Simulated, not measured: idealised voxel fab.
Process module under the name voxel wiring stack
Pictured: cross-section cut, 160 nm wide, on a grid of 5 nm square cells.
Cross-section format: a grid of square cells, given as bands from top to bottom; each band is one or more rows of cells. Top height, bottom height, nm. Materials left to right, width each, nm. Single material + "edge to edge" = fills band edge to edge. "air" = empty. Where do heights start? At 0: under that level the wafer as delivered is made of one material only. And the lowest band has no floor; it just carries on downward, as in "from 0 down". Think of "30..40" as a width that walks from the first number to the second as you go down the band, top row to bottom row, taking equal-sized steps from row to row. Where the words "no modifications" appear for a step, the cross-section shows no cell changed by that step; every cell remained as before. "Fully closed voids" means: voids of 8 cells or more that are shut off from the top with no open way through. Written width x height at distance, distance from the left edge, in nm. What comes after the settings on a step's line is commentary from the simulator itself on that step. A step line may carry the setting "overlay nm", which, for steps involving a mask, states the distance by which the mask lay to the right of its intended position; negative values denote displacement to the left.

## Steps planned for the process
1 RECEIVE, material Si
2 CONFORMAL_DEP, material SiO2, thk nm 10
3 DIRECTIONAL_DEP, material TiN, thk nm 5
4 DIRECTIONAL_DEP, material Ru, thk nm 25
5 MASKED_ETCH, tone cover, mask id METAL_1, width nm 25, pitch nm 50, etch materials Ru, depth nm 25, overlay nm 0
6 MASKED_ETCH, tone cover, mask id METAL_1, width nm 25, pitch nm 50, etch materials TiN, depth nm 5, overlay nm 0
7 CONFORMAL_DEP, material SiN, thk nm 5
8 FILL_DEP, material lowk, thk nm 5
9 CMP, height nm 40
10 CONFORMAL_DEP, material SiCN, thk nm 5
11 DIRECTIONAL_DEP, material SiO2, thk nm 35
12 DIRECTIONAL_DEP, material aC, thk nm 10
13 PATTERN, tone open, mask id METAL_2_HOLES, material resist, width nm 15, pitch nm 100, thk nm 30, overlay nm 0
14 DIRECTIONAL_ETCH, etch materials aC, depth nm 10
15 STRIP, etch materials resist
16 DIRECTIONAL_ETCH, etch materials SiO2, depth nm 35
17 STRIP, etch materials aC
18 PATTERN, tone open, mask id METAL_2, material resist, width nm 25, pitch nm 50, thk nm 15, overlay nm 0
19 DIRECTIONAL_ETCH, etch materials SiO2, depth nm 20
20 DIRECTIONAL_ETCH, etch materials SiCN, depth nm 5
21 STRIP, etch materials resist
22 CONFORMAL_DEP, material TiN, thk nm 5
23 FILL_DEP, material Cu, thk nm 10
24 CMP, height nm 80
25 CONFORMAL_DEP, material SiCN, thk nm 5
26 DIRECTIONAL_DEP, material SiO2, thk nm 30
27 MASKED_ETCH, tone open, mask id METAL_3, width nm 25, pitch nm 50, etch materials SiO2, depth nm 15, overlay nm 0
28 DIRECTIONAL_DEP, material aC, thk nm 10
29 PATTERN, tone open, mask id METAL_3_HOLES, material resist, width nm 15, pitch nm 100, thk nm 30, overlay nm 0
30 DIRECTIONAL_ETCH, etch materials aC, depth nm 10
31 STRIP, etch materials resist
32 DIRECTIONAL_ETCH, etch materials SiO2, depth nm 15
33 DIRECTIONAL_ETCH, etch materials SiCN, depth nm 5
34 STRIP, etch materials aC
35 CONFORMAL_DEP, material TiN, thk nm 5
36 FILL_DEP, material Ru, thk nm 5
37 CMP, height nm 115
38 CONFORMAL_DEP, material SiCN, thk nm 5
39 DIRECTIONAL_DEP, material lowk, thk nm 25
40 DIRECTIONAL_DEP, material aC, thk nm 15
41 PATTERN, tone open, mask id METAL_4_HOLES, material resist, width nm 15, pitch nm 100, thk nm 30, overlay nm 0
42 DIRECTIONAL_ETCH, etch materials aC, depth nm 15
43 STRIP, etch materials resist
44 DIRECTIONAL_ETCH, etch materials lowk, depth nm 25
45 STRIP, etch materials aC
46 DIRECTIONAL_DEP, material aC, thk nm 15
47 PATTERN, tone open, mask id METAL_4, material resist, width nm 25, pitch nm 50, thk nm 30, overlay nm 0
48 DIRECTIONAL_ETCH, etch materials aC, depth nm 15
49 STRIP, etch materials resist
50 DIRECTIONAL_ETCH, etch materials lowk, depth nm 15
51 DIRECTIONAL_ETCH, etch materials SiCN, depth nm 5
52 STRIP, etch materials aC
53 CONFORMAL_DEP, material TiN, thk nm 5
54 FILL_DEP, material Ru, thk nm 10
55 CMP, height nm 145
56 CONFORMAL_DEP, material SiN, thk nm 5

## Incoming wafer in cross-section (state: after step 1)
* from 0 down | Si edge to edge
* Fully closed voids: none

## Cross-sectional view of the first of the two wafers upon completion of the module, processed in accordance with the plan
* from 150 to 145 | SiN edge to edge
* from 145 to 135 | 15 of lowk; 5 of TiN; 15 of Ru; 5 of TiN; 25 of lowk; 5 of TiN; 15 of Ru; 5 of TiN; 25 of lowk; 5 of TiN; 15 of Ru; 5 of TiN; 20 of lowk
* from 135 to 130 | 15 of lowk; 5 of TiN; 5 of Ru; 15 of TiN; 25 of lowk; 25 of TiN; 25 of lowk; 5 of TiN; 5 of Ru; 15 of TiN; 20 of lowk
* from 130 to 120 | 15 of lowk; 5 of TiN; 5 of Ru; 5 of TiN; 85 of lowk; 5 of TiN; 5 of Ru; 5 of TiN; 30 of lowk
* from 120 to 115 | 15 of SiCN; 15 of TiN; 85 of SiCN; 15 of TiN; 30 of SiCN
* from 115 to 105 | 15 of SiO2; 5 of TiN; 15 of Ru; 5 of TiN; 25 of SiO2; 5 of TiN; 15 of Ru; 5 of TiN; 25 of SiO2; 5 of TiN; 15 of Ru; 5 of TiN; 20 of SiO2
* from 105 to 100 | 15 of SiO2; 5 of TiN; 5 of Ru; 15 of TiN; 25 of SiO2; 25 of TiN; 25 of SiO2; 5 of TiN; 5 of Ru; 15 of TiN; 20 of SiO2
* from 100 to 85 | 15 of SiO2; 5 of TiN; 5 of Ru; 5 of TiN; 85 of SiO2; 5 of TiN; 5 of Ru; 5 of TiN; 30 of SiO2
* from 85 to 80 | 15 of SiCN; 15 of TiN; 85 of SiCN; 15 of TiN; 30 of SiCN
* from 80 to 65 | 15 of SiO2; 5 of TiN; 15 of Cu; 5 of TiN; 25 of SiO2; 5 of TiN; 15 of Cu; 5 of TiN; 25 of SiO2; 5 of TiN; 15 of Cu; 5 of TiN; 20 of SiO2
* from 65 to 60 | 15 of SiO2; 5 of TiN; 5 of Cu; 15 of TiN; 25 of SiO2; 25 of TiN; 25 of SiO2; 5 of TiN; 5 of Cu; 15 of TiN; 20 of SiO2
* from 60 to 45 | 15 of SiO2; 5 of TiN; 5 of Cu; 5 of TiN; 85 of SiO2; 5 of TiN; 5 of Cu; 5 of TiN; 30 of SiO2
* from 45 to 40 | 15 of SiCN; 15 of TiN; 85 of SiCN; 15 of TiN; 30 of SiCN
* from 40 to 15 | 10 of lowk; 5 of SiN; 25 of Ru; 5 of SiN; 15 of lowk; 5 of SiN; 25 of Ru; 5 of SiN; 15 of lowk; 5 of SiN; 25 of Ru; 5 of SiN; 15 of lowk
* from 15 to 10 | 15 of SiN; 25 of TiN; 25 of SiN; 25 of TiN; 25 of SiN; 25 of TiN; 20 of SiN
* from 10 to 0 | SiO2 edge to edge
* from 0 down | Si edge to edge
* Fully closed voids: none

## What the second wafer looks like in cross-section once the module is done. Its start and its plan matched the first wafer's exactly; what differed was one mistake in how it was run
* from 150 to 145 | SiN edge to edge
* from 145 to 135 | 15 of lowk; 5 of TiN; 15 of Ru; 5 of TiN; 25 of lowk; 5 of TiN; 15 of Ru; 5 of TiN; 25 of lowk; 5 of TiN; 15 of Ru; 5 of TiN; 20 of lowk
* from 135 to 130 | 15 of lowk; 5 of TiN; 5 of Ru; 15 of TiN; 25 of lowk; 25 of TiN; 25 of lowk; 5 of TiN; 5 of Ru; 15 of TiN; 20 of lowk
* from 130 to 120 | 15 of lowk; 5 of TiN; 5 of Ru; 5 of TiN; 85 of lowk; 5 of TiN; 5 of Ru; 5 of TiN; 30 of lowk
* from 120 to 115 | 15 of SiCN; 15 of TiN; 85 of SiCN; 15 of TiN; 30 of SiCN
* from 115 to 90 | 15 of SiO2; 5 of TiN; 15 of Ru; 5 of TiN; 25 of SiO2; 5 of TiN; 15 of Ru; 5 of TiN; 25 of SiO2; 5 of TiN; 15 of Ru; 5 of TiN; 20 of SiO2
* from 90 to 85 | 15 of SiO2; 5 of TiN; 5 of Ru; 15 of TiN; 25 of SiO2; 25 of TiN; 25 of SiO2; 5 of TiN; 5 of Ru; 15 of TiN; 20 of SiO2
* from 85 to 80 | 15 of SiCN; 15 of TiN; 85 of SiCN; 15 of TiN; 30 of SiCN
* from 80 to 65 | 15 of SiO2; 5 of TiN; 15 of Cu; 5 of TiN; 25 of SiO2; 5 of TiN; 15 of Cu; 5 of TiN; 25 of SiO2; 5 of TiN; 15 of Cu; 5 of TiN; 20 of SiO2
* from 65 to 60 | 15 of SiO2; 5 of TiN; 5 of Cu; 15 of TiN; 25 of SiO2; 25 of TiN; 25 of SiO2; 5 of TiN; 5 of Cu; 15 of TiN; 20 of SiO2
* from 60 to 45 | 15 of SiO2; 5 of TiN; 5 of Cu; 5 of TiN; 85 of SiO2; 5 of TiN; 5 of Cu; 5 of TiN; 30 of SiO2
* from 45 to 40 | 15 of SiCN; 15 of TiN; 85 of SiCN; 15 of TiN; 30 of SiCN
* from 40 to 15 | 10 of lowk; 5 of SiN; 25 of Ru; 5 of SiN; 15 of lowk; 5 of SiN; 25 of Ru; 5 of SiN; 15 of lowk; 5 of SiN; 25 of Ru; 5 of SiN; 15 of lowk
* from 15 to 10 | 15 of SiN; 25 of TiN; 25 of SiN; 25 of TiN; 25 of SiN; 25 of TiN; 20 of SiN
* from 10 to 0 | SiO2 edge to edge
* from 0 down | Si edge to edge
* Fully closed voids: none
what went wrong: regarding the plan, step 27 was run twice
The final cell counts differ between the wafers, with the second having more or fewer of some materials than the first: Ru +21 | SiO2 -27 | TiN +6
